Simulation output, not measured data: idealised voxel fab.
process module | voxel self aligned vias
cross-section cut | 160 nm wide | cells 5 nm
A cross-section is a grid of square cells, given in bands from the top down. A band is one or more rows of cells.
Each band's line starts with the height of the band's top and of its bottom, in nm. Then come its materials from left to right, each with its width in nm. One material with "throughout" fills the band from edge to edge. "air" is empty space.
Height 0 is the level under which the wafer as received is all one material. The lowest band goes on downwards, as in "0 down".
A width such as "30 to 40" changes by the same amount from each row of cells to the next, from the band's top row to its bottom row.
"no change" after a step means that no cell of the cross-section changed.
closed voids: empty space of 8 cells or more with no open way to the top, each as width x height at its distance from the left edge, in nm
after a step's settings: what the simulator itself notes on the step
overlay nm, on a step with a mask: how far to the right of its planned place the mask lay; to the left if negative
plan
1 op RECEIVE | material Si
2 op CONFORMAL_DEP | material SiO2 | thk nm 15
3 op CONFORMAL_DEP | material SiCN | thk nm 5
4 op DIRECTIONAL_DEP | material SiO2 | thk nm 25
5 op MASKED_ETCH | tone open | mask id LINES | width nm 25 | pitch nm 50 | etch materials SiO2 | depth nm 25 | overlay nm 0
6 op CONFORMAL_DEP | material TiN | thk nm 5
7 op FILL_DEP | material Ru | thk nm 10
8 op CMP | height nm 45
9 op SELECTIVE_ETCH | etch materials W Ru TiN | depth nm 10
10 op FILL_DEP | material SiN | thk nm 5
11 op CMP | height nm 45
12 op DIRECTIONAL_DEP | material SiO2 | thk nm 20
13 op PATTERN | tone open | mask id VIAS | material resist | width nm 35 | pitch nm 50 | thk nm 20 | overlay nm 0
14 op DIRECTIONAL_ETCH | etch materials SiO2 | depth nm 20
15 op DIRECTIONAL_ETCH | etch materials SiN | depth nm 10
16 op STRIP | etch materials resist
17 op CONFORMAL_DEP | material TiN | thk nm 5
18 op FILL_DEP | material W | thk nm 10
19 op CMP | height nm 65
20 op CONFORMAL_DEP | material SiCN | thk nm 5
as received, after step 1
  0 down: Si throughout
  closed voids: none
a wafer at the end: this start, this plan, one mistake
  85 to 80: SiCN throughout
  80 to 70: W throughout
  70 to 65: TiN 40 | W 25 | TiN 25 | W 25 | TiN 45
  65 to 50: SiO2 35 | TiN 5 | W 25 | TiN 5 | SiO2 15 | TiN 5 | W 25 | TiN 5 | SiO2 40
  50 to 40: SiO2 35 to 40 | TiN 10 to 5 | W 15 | TiN 10 to 5 | SiO2 15 to 25 | TiN 10 to 5 | W 15 | TiN 10 to 5 | SiO2 40 to 45
  40 to 35: SiO2 40 | TiN 25 | SiO2 25 | TiN 25 | SiO2 45
  35 to 25: SiO2 40 | TiN 5 | Ru 15 | TiN 5 | SiO2 25 | TiN 5 | Ru 15 | TiN 5 | SiO2 45
  25 to 20: SiO2 40 | TiN 25 | SiO2 25 | TiN 25 | SiO2 45
  20 to 15: SiCN throughout
  15 to 0: SiO2 throughout
  0 down: Si throughout
  closed voids: none
what went wrong: step 19 was left out
